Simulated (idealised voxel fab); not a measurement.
Proc. module: voxel self aligned contacts
Square cells of 5 nm make up the cross-section cut, whose width is 235 nm.
Square cells in a grid make up a cross-section in this document, and the grid is given as bands, listed from the top down, each one or more rows of cells.
Read a band's entry like this: the first values are the height of its top and the height of its bottom in nm, and what follows is the sequence of materials from left to right, each with its width in nm. Note that "blank" is empty space, and that a single material marked "everywhere" reaches across the band from edge to edge.
Ref level 0: as-received wafer is one material below here. Bottom band extends down with no lower bound ("0 -> down").
Top row gets the first number, bottom row gets the second, and each row in between changes by the same step: that is how a band width like "30->40" works.
Where a step carries "left unchanged", the cross-section came out of it unchanged, cell for cell.
"Closed void roster": empty spaces of 8 cells or more with no open way to the top, each given as width x height at distance, distance from the left edge, all in nm.
That trailing text on a step's line, after the settings, is the simulator's own remark on the step.
A step's line can hold "overlay nm"; with a mask on that step, the setting says how far right of the planned place the mask lay, while a negative setting says it lay to the left.

[These are the steps we planned for the process]
1: RECEIVE,material Si
2: CONFORMAL_DEP,material SiO2,thk nm 5
3: DIRECTIONAL_DEP,material polySi,thk nm 30
4: DIRECTIONAL_DEP,material SiN,thk nm 20
5: DIRECTIONAL_DEP,material aC,thk nm 10
6: PATTERN,tone cover,mask id GATE,material resist,width nm 30,pitch nm 65,thk nm 25,overlay nm 0
7: DIRECTIONAL_ETCH,etch materials aC,depth nm 10
8: STRIP,etch materials resist
9: DIRECTIONAL_ETCH,etch materials SiN,depth nm 20
10: DIRECTIONAL_ETCH,etch materials polySi,depth nm 30
11: STRIP,etch materials aC
12: CONFORMAL_DEP,material SiN,thk nm 10
13: DIRECTIONAL_ETCH,etch materials SiN,depth nm 10
14: FILL_DEP,material SiO2,thk nm 15
15: CMP,height nm 65
16: PATTERN,tone open,mask id CONTACT,material resist,width nm 45,thk nm 20,overlay nm 0
17: DIRECTIONAL_ETCH,etch materials SiO2,depth nm 65
18: STRIP,etch materials resist
19: CONFORMAL_DEP,material TiN,thk nm 5
20: FILL_DEP,material Ru,thk nm 5
21: CMP,height nm 65
22: CONFORMAL_DEP,material SiN,thk nm 5

[Wafer as received: cross-section following step 1]
    0 -> down: Si everywhere
    Closed void roster: none

[This is how the wafer looks in cross-section once the module is done, given the starting state and plan above and one mistake in carrying the plan out]
    70 -> 65: SiN everywhere
    65 -> 55: 100 nm SiO2  5->15 nm TiN  25->5 nm Ru  5->15 nm TiN  100 nm SiO2
    55 -> 35: 60 nm SiO2  50 nm SiN  5 nm TiN  5 nm Ru  5 nm TiN  50 nm SiN  60 nm SiO2
    35 -> 5: 60 nm SiO2  10 nm SiN  30 nm polySi  10 nm SiN  5 nm TiN  5 nm Ru  5 nm TiN  10 nm SiN  30 nm polySi  10 nm SiN  60 nm SiO2
    5 -> 0: 110 nm SiO2  15 nm TiN  110 nm SiO2
    0 -> down: Si everywhere
    Closed void roster: none
what went wrong: step 16 ran differently from the plan; actual operation with settings: PATTERN,tone open,mask id CONTACT,material resist,width nm 35,thk nm 20,overlay nm 0
